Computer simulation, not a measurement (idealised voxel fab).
Process module heading - voxel self aligned vias
Square cells of 5 nm make up the cross-section cut, whose width is 275 nm.
Cross-section, as written here: a square-cell grid given band by band from the top down, where a band holds one or more rows of cells.
What a band's entry tells you: where the top is and where the bottom is, as heights in nm, and after that what lies inside, material by material from left to right, each with its width in nm. Empty space is written as the word "empty", and a single material marked with the word "edge to edge" occupies the band from edge to edge.
Counting heights begins at 0, where everything beneath is, in the wafer as received, one material. The lowest band has no bottom; it goes on downwards, as "from 0 down" shows.
When a width is written as two numbers, as in "30->40", the first number is the width in the top row of cells of the band and the second is the width in its bottom row, and the width changes by the same amount from each row to the next.
Step note "nothing different" = no cross-section cell changed.
Reported under the label "Cavities, sealed" are the empty spaces having no open way to the top and comprising 8 cells or more; the notation for each is width x height at distance, in which the distance is measured from the left edge and all three values are in nm.
Read whatever lies past the settings on a step's line as the simulator's own remark about the step.
"overlay nm" answers the question of how far to the right of plan the mask lay on a step that has a mask, and when it is negative the answer is to the left.

Planned process steps:
1 RECEIVE: material Si
2 CONFORMAL_DEP: material SiO2, thk nm 15
3 CONFORMAL_DEP: material SiCN, thk nm 5
4 DIRECTIONAL_DEP: material SiO2, thk nm 30
5 DIRECTIONAL_DEP: material aC, thk nm 15
6 PATTERN: tone open, mask id LINES, material resist, width nm 20, pitch nm 65, thk nm 35, overlay nm 0
7 DIRECTIONAL_ETCH: etch materials aC, depth nm 15
8 STRIP: etch materials resist
9 DIRECTIONAL_ETCH: etch materials SiO2, depth nm 30
10 STRIP: etch materials aC
11 CONFORMAL_DEP: material TiN, thk nm 5
12 FILL_DEP: material W, thk nm 5
13 CMP: height nm 50
14 SELECTIVE_ETCH: etch materials W Ru TiN, depth nm 5
15 FILL_DEP: material SiN, thk nm 10
16 CMP: height nm 50
17 DIRECTIONAL_DEP: material SiO2, thk nm 15
18 DIRECTIONAL_DEP: material aC, thk nm 15
19 PATTERN: tone open, mask id VIAS, material resist, width nm 40, pitch nm 130, thk nm 35, overlay nm 0
20 DIRECTIONAL_ETCH: etch materials aC, depth nm 15
21 STRIP: etch materials resist
22 DIRECTIONAL_ETCH: etch materials SiO2, depth nm 15
23 DIRECTIONAL_ETCH: etch materials SiN, depth nm 5
24 STRIP: etch materials aC
25 CONFORMAL_DEP: material TiN, thk nm 5
26 FILL_DEP: material Cu, thk nm 5
27 CMP: height nm 65
28 CONFORMAL_DEP: material SiCN, thk nm 5

Received-state cross-section, reflecting completion of step 1:
from 0 down  Si edge to edge
Cavities, sealed: none

Run as planned - first of the two wafers cross-sectioned at the end of the module:
from 70 to 65  SiCN edge to edge
from 65 to 55  SiO2=50  TiN=5  Cu=30  TiN=5  SiO2=90  TiN=5  Cu=30  TiN=5  SiO2=55
from 55 to 50  SiO2=50  TiN=15  Cu=10  TiN=15  SiO2=90  TiN=15  Cu=10  TiN=15  SiO2=55
from 50 to 45  SiO2=60  TiN=20  SiO2=45  SiN=20  SiO2=45  TiN=20  SiO2=65
from 45 to 25  SiO2=60  TiN=5  W=10  TiN=5  SiO2=45  TiN=5  W=10  TiN=5  SiO2=45  TiN=5  W=10  TiN=5  SiO2=65
from 25 to 20  SiO2=60  TiN=20  SiO2=45  TiN=20  SiO2=45  TiN=20  SiO2=65
from 20 to 15  SiCN edge to edge
from 15 to 0  SiO2 edge to edge
from 0 down  Si edge to edge
Cavities, sealed: none

Second wafer cross-section at end of module - shared start and plan with the first, one mistake in the run:
from 70 to 65  SiCN edge to edge
from 65 to 55  SiO2=50  TiN=5  Cu=30  TiN=5  SiO2=90  TiN=5  Cu=30  TiN=5  SiO2=55
from 55 to 50  SiO2=50  TiN=15  Cu=10  TiN=15  SiO2=90  TiN=15  Cu=10  TiN=15  SiO2=55
from 50 to 45  SiO2=60  TiN=20  SiO2=45  SiN=20  SiO2=45  TiN=20  SiO2=65
from 45 to 25  SiO2=60  TiN=5  W=10  TiN=5  SiO2=45  TiN=5  W=10  TiN=5  SiO2=45  TiN=5  W=10  TiN=5  SiO2=65
from 25 to 20  SiO2=60  TiN=20  SiO2=45  TiN=20  SiO2=45  TiN=20  SiO2=65
from 20 to 5  SiO2 edge to edge
from 5 to 0  SiCN edge to edge
from 0 down  Si edge to edge
Cavities, sealed: none
Diagnosis: the processing plan was not followed for steps 2 and 3, which were run with their positions exchanged
End check, second vs first wafer: material counts in cells match, positions do not.
